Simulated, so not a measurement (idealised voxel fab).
process module | voxel gate over fins
cross-section cut | 150 nm wide | cells 5 nm
A cross-section is a grid of square cells, given in bands from the top down. A band is one or more rows of cells.
Each band's line starts with the height of the band's top and of its bottom, in nm. Then come its materials from left to right, each with its width in nm. One material with "throughout" fills the band from edge to edge. "air" is empty space.
Height 0 is the level under which the wafer as received is all one material. The lowest band goes on downwards, as in "0 down".
A width such as "30 to 40" changes by the same amount from each row of cells to the next, from the band's top row to its bottom row.
"no change" after a step means that no cell of the cross-section changed.
closed voids: empty space of 8 cells or more with no open way to the top, each as width x height at its distance from the left edge, in nm
after a step's settings: what the simulator itself notes on the step
overlay nm, on a step with a mask: how far to the right of its planned place the mask lay; to the left if negative
plan
1 op RECEIVE | material Si
2 op CONFORMAL_DEP | material SiN | thk nm 10
3 op PATTERN | tone cover | mask id FINS | material resist | width nm 15 | pitch nm 35 | thk nm 15 | overlay nm 0
4 op DIRECTIONAL_ETCH | etch materials SiN | depth nm 10
5 op DIRECTIONAL_ETCH | etch materials Si | depth nm 35
6 op STRIP | etch materials resist
7 op OXIDIZE | depth nm 5
8 op FILL_DEP | material SiO2 | thk nm 5
9 op CMP | height nm 10
10 op SELECTIVE_ETCH | etch materials SiO2 | depth nm 25
11 op STRIP | etch materials SiN
12 op CONFORMAL_DEP | material HfO2 | thk nm 5
13 op CONFORMAL_DEP | material TiN | thk nm 5
14 op FILL_DEP | material W | thk nm 15
15 op CMP | height nm 20
16 op CONFORMAL_DEP | material SiCN | thk nm 10
as received, after step 1
  0 down: Si throughout
  closed voids: none
first wafer at the end, as planned
  30 to 20: SiCN throughout
  20 to 10: W throughout
  10 to 5: W 45 | TiN 25 | W 10 | TiN 25 | W 45
  5 to 0: W 45 | TiN 5 | HfO2 15 | TiN 5 | W 10 | TiN 5 | HfO2 15 | TiN 5 | W 45
  0 to -5: W 45 | TiN 5 | HfO2 5 | Si 5 | HfO2 5 | TiN 5 | W 10 | TiN 5 | HfO2 5 | Si 5 | HfO2 5 | TiN 5 | W 45
  -5 to -10: TiN 50 | HfO2 5 | Si 5 | HfO2 5 | TiN 20 | HfO2 5 | Si 5 | HfO2 5 | TiN 50
  -10 to -15: HfO2 55 | Si 5 | HfO2 30 | Si 5 | HfO2 55
  -15 to -40: SiO2 55 | Si 5 | SiO2 30 | Si 5 | SiO2 55
  -40 down: Si throughout
  closed voids: none
second wafer at the end: like start, like plan, one mistake
  30 to 20: SiCN throughout
  20 to 10: W throughout
  10 to 5: TiN 55 | W 5 | TiN 30 | W 5 | TiN 55
  5 to 0: HfO2 50 | TiN 5 | W 5 | TiN 5 | HfO2 20 | TiN 5 | W 5 | TiN 5 | HfO2 50
  0 to -5: Si 45 | HfO2 5 | TiN 5 | W 5 | TiN 5 | HfO2 5 | Si 10 | HfO2 5 | TiN 5 | W 5 | TiN 5 | HfO2 5 | Si 45
  -5 to -10: Si 45 | HfO2 5 | TiN 15 | HfO2 5 | Si 10 | HfO2 5 | TiN 15 | HfO2 5 | Si 45
  -10 to -15: Si 45 | HfO2 25 | Si 10 | HfO2 25 | Si 45
  -15 to -40: Si 45 | SiO2 25 | Si 10 | SiO2 25 | Si 45
  -40 down: Si throughout
  closed voids: none
what went wrong: step 3 ran as: op PATTERN | tone open | mask id FINS | material resist | width nm 15 | pitch nm 35 | thk nm 15 | overlay nm 0
at the end the second wafer has, in cells: 144 more of Si | 90 fewer of SiO2 | 54 fewer of W
